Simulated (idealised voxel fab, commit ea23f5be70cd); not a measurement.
The name of this process module is voxel tone inversion.
265 nm wide, 5 nm square cells: that's cross-section cut.
Cross-section spec: square-cell grid; bands listed top down; each band is one or more rows.
Look at the band entry: it leads with the top's height and the bottom's height in nm. Then it lists the materials left to right, with a width in nm for each. The word "everywhere" on a single material says that material fills the band edge to edge. The word "air" is empty space.
The level at which height equals 0 is the one under which the wafer, as it arrives, is entirely one material. No lower edge exists for the bottom band, which continues downward and is notated as in "0 down".
A two-number width, for instance "30->40", indicates that the width is equal to the first number in the top row of the band and to the second number in the bottom row, and that it changes by a constant amount per row of cells.
"no alterations made" for a step: no cell of the cross-section changed in that step.
The list in "Voids, sealed" covers empty spaces of 8 cells or more that cannot reach the top through any open way, and it gives each as width x height at distance; the distance is from the left edge, and width, height and distance are in nm.
Anything after a step's settings on that line? It's the simulator's own note about the step.
"overlay nm" answers the question of how far to the right of plan the mask lay on a step that has a mask, and when it is negative the answer is to the left.

-- These are the steps we planned for the process
1) RECEIVE (material Si)
2) CONFORMAL_DEP (material SiCN; thk nm 5)
3) DIRECTIONAL_DEP (material aC; thk nm 20)
4) PATTERN (tone cover; mask id POSTS; material resist; width nm 20; pitch nm 45; thk nm 25; overlay nm 0)
5) DIRECTIONAL_ETCH (etch materials aC; depth nm 20)
6) STRIP (etch materials resist)
7) FILL_DEP (material lowk; thk nm 5)
8) CMP (height nm 25)
9) STRIP (etch materials aC)
10) CONFORMAL_DEP (material TiN; thk nm 5)
11) FILL_DEP (material Ru; thk nm 5)
12) CMP (height nm 25)
13) CONFORMAL_DEP (material SiCN; thk nm 5)

-- As-received wafer cross-section (after step 1)
    0 down  Si everywhere
    Voids, sealed: none

-- Cross-section: first of two wafers, module finished, run according to plan
    30 to 25  SiCN everywhere
    25 to 10  lowk 75; TiN 5; Ru 10; TiN 5; lowk 25; TiN 5; Ru 10; TiN 5; lowk 25; TiN 5; Ru 10; TiN 5; lowk 80
    10 to 5  lowk 75; TiN 20; lowk 25; TiN 20; lowk 25; TiN 20; lowk 80
    5 to 0  SiCN everywhere
    0 down  Si everywhere
    Voids, sealed: none

-- Cross-section at end of module for the second wafer of two, which matched the first in starting point and plan and differed by one mistake in its processing
    30 to 25  SiCN everywhere
    25 to 10  lowk 75; TiN 5; lowk 10; TiN 5; lowk 25; TiN 5; lowk 10; TiN 5; lowk 25; TiN 5; lowk 10; TiN 5; lowk 80
    10 to 5  lowk 75; TiN 20; lowk 25; TiN 20; lowk 25; TiN 20; lowk 80
    5 to 0  SiCN everywhere
    0 down  Si everywhere
    Voids, sealed: none
Deviation noted in wafer processing: for step 11, the planned setting was not used; the step was instead run as FILL_DEP (material lowk; thk nm 5)
End check, counted in cells, second wafer has more or fewer of these materials than the first: Ru -18; lowk +18
